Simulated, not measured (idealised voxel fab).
This section sets out a process module, namely voxel released beams.
cross-section cut | 220 nm wide | cells 5 nm
When this document writes out a cross-section, it uses a grid of square cells and lists it as bands, beginning at the top and moving down, with a band standing for one or more rows of cells.
Read a band's entry like this: the first values are the height of its top and the height of its bottom in nm, and what follows is the sequence of materials from left to right, each with its width in nm. Note that "air" is empty space, and that a single material marked "edge to edge" reaches across the band from edge to edge.
Heights are expressed relative to 0, this being the level below which the as-received wafer comprises one material exclusively. The lowest band is unbounded in the downward direction and is denoted as in "top 0, no bottom".
When a width is written as two numbers, as in "30 to 40", the first number is the width in the top row of cells of the band and the second is the width in its bottom row, and the width changes by the same amount from each row to the next.
The cross-section has no changed cell in any step marked "same as before".
"Completely enclosed voids" means: voids of 8 cells or more that are shut off from the top with no open way through. Written width x height at distance, distance from the left edge, in nm.
Post-settings text on a step line: simulator's own remark regarding the step.
On any step carrying a mask, the "overlay nm" setting, if present on the step's line, tells how far right of its planned place the mask lay; negative values point to the left.

### Set out below are the planned steps of the process
1,RECEIVE, material Si
2,CONFORMAL_DEP, material SiN, thk nm 10
3,DIRECTIONAL_DEP, material SiO2, thk nm 15
4,MASKED_ETCH, tone open, mask id ANCHOR, width nm 45, etch materials SiO2, depth nm 15, overlay nm 0
5,CONFORMAL_DEP, material TiN, thk nm 15
6,PATTERN, tone cover, mask id BEAM, material resist, width nm 130, thk nm 20, overlay nm 0
7,DIRECTIONAL_ETCH, etch materials TiN, depth nm 15
8,STRIP, etch materials resist
9,STRIP, etch materials SiO2

### The first of two wafers, run as planned

### Cross-section of the wafer at receipt, which is the condition after step 1
top 0, no bottom: Si edge to edge
Completely enclosed voids: none

### Sectional view: wafer, after step 2
top 10, bottom 0: SiN edge to edge
Below a height of 0, the structure has not been altered.

### Sectional view: wafer, after step 3
top 25, bottom 10: SiO2 edge to edge
Below a height of 10, the structure has not been altered.

### Sectional view: wafer, after step 4
top 25, bottom 10: SiO2: 45  air: 45  SiO2: 130
Below a height of 10, the structure has not been altered.

### Sectional view: wafer, after step 5
top 40, bottom 25: TiN: 60  air: 15  TiN: 145
top 25, bottom 10: SiO2: 45  TiN: 45  SiO2: 130
Below a height of 10, the structure has not been altered.

### Sectional view: wafer, after step 6
top 60, bottom 40: air: 40  resist: 130  air: 50
top 40, bottom 25: TiN: 60  resist: 15  TiN: 145
Below a height of 25, the structure has not been altered.

### Sectional view: wafer, after step 7
top 60, bottom 40: air: 40  resist: 130  air: 50
top 40, bottom 25: air: 40  TiN: 20  resist: 15  TiN: 95  air: 50
Below a height of 25, the structure has not been altered.

### Sectional view: wafer, after step 8
top 40, bottom 25: air: 40  TiN: 20  air: 15  TiN: 95  air: 50
Below a height of 25, the structure has not been altered.

### Sectional view: wafer, after step 9
top 40, bottom 25: air: 40  TiN: 20  air: 15  TiN: 95  air: 50
top 25, bottom 10: air: 45  TiN: 45  air: 130
Below a height of 10, the structure has not been altered.

### Regarding the second of the two wafers: it shared the first wafer's starting condition and process plan, yet one error occurred during its execution. Its history coincides with that of the first wafer up to and including step 1

Second wafer shown in cross-section at the time step 2 was slated to end: same as before

### Second wafer shown in cross-section at the time step 3 was slated to end
top 15, bottom 0: SiO2 edge to edge
Below a height of 0, the structure has not been altered.

### Second wafer shown in cross-section at the time step 4 was slated to end
top 15, bottom 0: SiO2: 45  air: 45  SiO2: 130
Below a height of 0, the structure has not been altered.

### Second wafer shown in cross-section at the time step 5 was slated to end
top 30, bottom 15: TiN: 60  air: 15  TiN: 145
top 15, bottom 0: SiO2: 45  TiN: 45  SiO2: 130
Below a height of 0, the structure has not been altered.

### Second wafer shown in cross-section at the time step 6 was slated to end
top 50, bottom 30: air: 40  resist: 130  air: 50
top 30, bottom 15: TiN: 60  resist: 15  TiN: 145
Below a height of 15, the structure has not been altered.

### Second wafer shown in cross-section at the time step 7 was slated to end
top 50, bottom 30: air: 40  resist: 130  air: 50
top 30, bottom 15: air: 40  TiN: 20  resist: 15  TiN: 95  air: 50
Below a height of 15, the structure has not been altered.

### Second wafer shown in cross-section at the time step 8 was slated to end
top 30, bottom 15: air: 40  TiN: 20  air: 15  TiN: 95  air: 50
Below a height of 15, the structure has not been altered.

### Second wafer shown in cross-section at the time step 9 was slated to end
top 30, bottom 15: air: 40  TiN: 20  air: 15  TiN: 95  air: 50
top 15, bottom 0: air: 45  TiN: 45  air: 130
Below a height of 0, the structure has not been altered.
What was the processing mistake? step 2 of the plan was omitted and not executed
It is noted that, at the conclusion of processing, the second wafer exhibits a higher or lower cell count for certain materials relative to the first: 88 fewer of SiN
